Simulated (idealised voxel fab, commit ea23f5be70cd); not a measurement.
The following is a process module called voxel capacitor over wiring.
The cross-section shown here is cut; it is 190 nm wide and divided into square cells measuring 5 nm on a side.
We lay out every cross-section as a grid of square cells and spell it out in bands from the top down, where one band means one or more rows of cells. Band: top height; bottom height; in nm. Then, left to right: material with width in nm, for each material. "full width": a single material spanning edge to edge. "empty": empty space. Heights are expressed relative to 0, this being the level below which the as-received wafer comprises one material exclusively. The lowest band is unbounded in the downward direction and is denoted as in "z 0 and below". With a width like "30..40", each row of cells in the band differs from the next by the same amount, the top row carrying the first number and the bottom row the second. Key: "nothing changed" - step with no changed cell in the cross-section. The list in "Enclosed internal cavities" covers empty spaces of 8 cells or more that cannot reach the top through any open way, and it gives each as width x height at distance; the distance is from the left edge, and width, height and distance are in nm. Step line, after settings: the simulator's comment on this step. overlay nm: for a step with a mask, the amount by which the mask lay right of where it was planned; a negative amount means left of it. Pairs ahead. Before: cross-section ahead of one process step. After: cross-section once the step is done, shown to the lowest changed band only. Under each pair: that step, with settings. Caution: pairs may come from different runs of this module on the same starting wafer; a pair follows the pair above only where its "Before step" entry says so.
**Before step**
  z 75 to 65 | 50 empty / 65 TiN / 75 empty
  z 65 to 60 | 45 empty / 10 TiN / 55 HfO2 / 10 TiN / 70 empty
  z 60 to 55 | TiN full width
  z 55 to 45 | 55 lowk / 15 Ru / 120 lowk
  z 45 to 40 | 55 SiCN / 15 Ru / 120 SiCN
  z 40 to 20 | 45 SiO2 / 5 SiN / 20 Ru / 5 SiN / 40 SiO2 / 5 SiN / 20 Ru / 5 SiN / 45 SiO2
  z 20 to 15 | 50 SiN / 20 TiN / 50 SiN / 20 TiN / 50 SiN
  z 15 to 0 | SiO2 full width
  z 0 and below | Si full width
  Enclosed internal cavities: none
**Section After Processing**
  z 80 to 75 | Cu full width
  z 75 to 65 | 50 Cu / 65 TiN / 75 Cu
  z 65 to 60 | 45 Cu / 10 TiN / 55 HfO2 / 10 TiN / 70 Cu
  Everything under 60 stays put, no change at all.
  Enclosed internal cavities: none
The two cross-sections above are separated by a single process step, namely FILL_DEP: material Cu, thk nm 5
Before step: the pre-step structure is the one depicted after the step in the pair just above.
**Section After Processing**
  z 85 to 80 | SiN full width
  Everything under 80 stays put, no change at all.
  Enclosed internal cavities: none
The two cross-sections above are separated by a single process step, namely CONFORMAL_DEP: material SiN, thk nm 5
**Before step**
  z 70 to 65 | 55 empty / 55 TiN / 80 empty
  z 65 to 60 | 55 empty / 55 HfO2 / 80 empty
  z 60 to 55 | TiN full width
  z 55 to 45 | 55 lowk / 15 Ru / 120 lowk
  z 45 to 40 | 55 SiCN / 15 Ru / 120 SiCN
  z 40 to 20 | 45 SiO2 / 5 SiN / 20 Ru / 5 SiN / 40 SiO2 / 5 SiN / 20 Ru / 5 SiN / 45 SiO2
  z 20 to 15 | 50 SiN / 20 TiN / 50 SiN / 20 TiN / 50 SiN
  z 15 to 0 | SiO2 full width
  z 0 and below | Si full width
  Enclosed internal cavities: none
**Section After Processing**
  z 65 to 60 | 55 empty / 55 HfO2 / 80 empty
  z 60 to 55 | 50 TiN / 5 empty / 55 TiN / 5 empty / 75 TiN
  Everything under 55 stays put, no change at all.
  Enclosed internal cavities: none
The two cross-sections above are separated by a single process step, namely MASKED_ETCH: tone open, mask id LOWER_PLATE, width nm 65, etch materials TiN, depth nm 5, overlay nm 0
Before step: the pre-step structure is the one depicted after the step in the pair just above.
**Section After Processing**
  z 80 to 65 | SiO2 full width
  z 65 to 60 | 55 SiO2 / 55 HfO2 / 80 SiO2
  z 60 to 55 | 50 TiN / 5 SiO2 / 55 TiN / 5 SiO2 / 75 TiN
  Everything under 55 stays put, no change at all.
  Enclosed internal cavities: none
The two cross-sections above are separated by a single process step, namely FILL_DEP: material SiO2, thk nm 15
Before step: the pre-step structure is the one depicted after the step in the pair just above.
**Section After Processing**
  z 95 to 80 | 65 resist / 15 empty / 110 resist
  Everything under 80 stays put, no change at all.
  Enclosed internal cavities: none
The two cross-sections above are separated by a single process step, namely PATTERN: tone open, mask id PLUG_2, material resist, width nm 15, thk nm 15, overlay nm 0
Before step: the pre-step structure is the one depicted after the step in the pair just above.
**Section After Processing**
  z 95 to 80 | 65 resist / 15 empty / 110 resist
  z 80 to 70 | 65 SiO2 / 15 empty / 110 SiO2
  Everything under 70 stays put, no change at all.
  Enclosed internal cavities: none
The two cross-sections above are separated by a single process step, namely DIRECTIONAL_ETCH: etch materials SiO2, depth nm 10
Before step: the pre-step structure is the one depicted after the step in the pair just above.
**Section After Processing**
  z 80 to 70 | 65 SiO2 / 15 empty / 110 SiO2
  Everything under 70 stays put, no change at all.
  Enclosed internal cavities: none
The two cross-sections above are separated by a single process step, namely STRIP: etch materials resist
Before step: the pre-step structure is the one depicted after the step in the pair just above.
**Section After Processing**
  z 85 to 80 | 70 TiN / 5 empty / 115 TiN
  z 80 to 75 | 65 SiO2 / 5 TiN / 5 empty / 5 TiN / 110 SiO2
  z 75 to 70 | 65 SiO2 / 15 TiN / 110 SiO2
  Everything under 70 stays put, no change at all.
  Enclosed internal cavities: none
The two cross-sections above are separated by a single process step, namely CONFORMAL_DEP: material TiN, thk nm 5
Before step: the pre-step structure is the one depicted after the step in the pair just above.
**Section After Processing**
  z 90 to 85 | Cu full width
  z 85 to 80 | 70 TiN / 5 Cu / 115 TiN
  z 80 to 75 | 65 SiO2 / 5 TiN / 5 Cu / 5 TiN / 110 SiO2
  Everything under 75 stays put, no change at all.
  Enclosed internal cavities: none
The two cross-sections above are separated by a single process step, namely FILL_DEP: material Cu, thk nm 5
Before step: the pre-step structure is the one depicted after the step in the pair just above.
**Section After Processing**
  z 80 to 75 | 65 SiO2 / 5 TiN / 5 Cu / 5 TiN / 110 SiO2
  Everything under 75 stays put, no change at all.
  Enclosed internal cavities: none
The two cross-sections above are separated by a single process step, namely CMP: height nm 80
Before step: the pre-step structure is the one depicted after the step in the pair just above.
**Section After Processing**
  z 85 to 80 | SiN full width
  Everything under 80 stays put, no change at all.
  Enclosed internal cavities: none
The two cross-sections above are separated by a single process step, namely CONFORMAL_DEP: material SiN, thk nm 5
